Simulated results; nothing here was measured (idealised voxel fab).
Title: Process Module voxel self aligned vias
Shown is cross-section cut, with a width of 240 nm and square cells of size 5 nm.
We lay out every cross-section as a grid of square cells and spell it out in bands from the top down, where one band means one or more rows of cells.
Read a band's entry like this: the first values are the height of its top and the height of its bottom in nm, and what follows is the sequence of materials from left to right, each with its width in nm. Note that "blank" is empty space, and that a single material marked "edge to edge" reaches across the band from edge to edge.
Heights are measured from 0, the level below which the as-received wafer is all one material; the lowest band has no bottom and continues downward, written as in "z 0 and below".
When a width is written as two numbers, as in "30..40", the first number is the width in the top row of cells of the band and the second is the width in its bottom row, and the width changes by the same amount from each row to the next.
"left unchanged" -> step changed no cross-section cell.
The list in "Sealed internal cavities" covers empty spaces of 8 cells or more that cannot reach the top through any open way, and it gives each as width x height at distance; the distance is from the left edge, and width, height and distance are in nm.
On each step's line, the part that comes after the settings is the simulator's own comment on the step.
overlay nm: right-of-plan distance of the mask on a masked step; negative values mean left-of-plan.
Below is the list of planned process steps:
1,RECEIVE [material Si]
2,CONFORMAL_DEP [material SiO2] [thk nm 10]
3,CONFORMAL_DEP [material SiCN] [thk nm 5]
4,DIRECTIONAL_DEP [material SiO2] [thk nm 25]
5,PATTERN [tone open] [mask id LINES] [material resist] [width nm 20] [pitch nm 65] [thk nm 15] [overlay nm 0]
6,DIRECTIONAL_ETCH [etch materials SiO2] [depth nm 25]
7,STRIP [etch materials resist]
8,CONFORMAL_DEP [material TiN] [thk nm 5]
9,FILL_DEP [material W] [thk nm 10]
10,CMP [height nm 40]
11,SELECTIVE_ETCH [etch materials W Ru TiN] [depth nm 10]
12,FILL_DEP [material SiN] [thk nm 5]
13,CMP [height nm 40]
14,DIRECTIONAL_DEP [material SiO2] [thk nm 15]
15,DIRECTIONAL_DEP [material aC] [thk nm 10]
16,PATTERN [tone open] [mask id VIAS] [material resist] [width nm 40] [pitch nm 65] [thk nm 30] [overlay nm 0]
17,DIRECTIONAL_ETCH [etch materials aC] [depth nm 10]
18,STRIP [etch materials resist]
19,DIRECTIONAL_ETCH [etch materials SiO2] [depth nm 15]
20,DIRECTIONAL_ETCH [etch materials SiN] [depth nm 10]
21,STRIP [etch materials aC]
22,CONFORMAL_DEP [material TiN] [thk nm 5]
23,FILL_DEP [material Ru] [thk nm 5]
24,CMP [height nm 55]
25,CONFORMAL_DEP [material SiN] [thk nm 5]
The cross-section here shows the wafer as received, i.e. in its state after step 1:
	z 0 and below  Si edge to edge
	Sealed internal cavities: none
The first of the two wafers as seen in cross-section once the module was finished; processing followed the plan:
	z 60 to 55  SiN edge to edge
	z 55 to 45  65 SiO2  5 TiN  30 Ru  5 TiN  25 SiO2  5 TiN  30 Ru  5 TiN  70 SiO2
	z 45 to 35  65..75 SiO2  15..5 TiN  10 Ru  15..5 TiN  25..45 SiO2  15..5 TiN  10 Ru  15..5 TiN  70..80 SiO2
	z 35 to 30  75 SiO2  20 TiN  45 SiO2  20 TiN  80 SiO2
	z 30 to 20  75 SiO2  5 TiN  10 W  5 TiN  45 SiO2  5 TiN  10 W  5 TiN  80 SiO2
	z 20 to 15  75 SiO2  20 TiN  45 SiO2  20 TiN  80 SiO2
	z 15 to 10  SiCN edge to edge
	z 10 to 0  SiO2 edge to edge
	z 0 and below  Si edge to edge
	Sealed internal cavities: none
Cross-sectional image of the second wafer of the two following completion of the module. Starting state and process plan were the same as for the first wafer; one execution error occurred:
	z 60 to 55  W edge to edge
	z 55 to 45  65 SiO2  5 TiN  30 Ru  5 TiN  25 SiO2  5 TiN  30 Ru  5 TiN  70 SiO2
	z 45 to 35  65..75 SiO2  15..5 TiN  10 Ru  15..5 TiN  25..45 SiO2  15..5 TiN  10 Ru  15..5 TiN  70..80 SiO2
	z 35 to 30  75 SiO2  20 TiN  45 SiO2  20 TiN  80 SiO2
	z 30 to 20  75 SiO2  5 TiN  10 W  5 TiN  45 SiO2  5 TiN  10 W  5 TiN  80 SiO2
	z 20 to 15  75 SiO2  20 TiN  45 SiO2  20 TiN  80 SiO2
	z 15 to 10  SiCN edge to edge
	z 10 to 0  SiO2 edge to edge
	z 0 and below  Si edge to edge
	Sealed internal cavities: none
Short version of what went wrong: step 25 went in with a setting other than planned; the actual run was CONFORMAL_DEP [material W] [thk nm 5]
Materials where the second wafer ends with more or fewer cells than the first: -48 SiN | +48 W
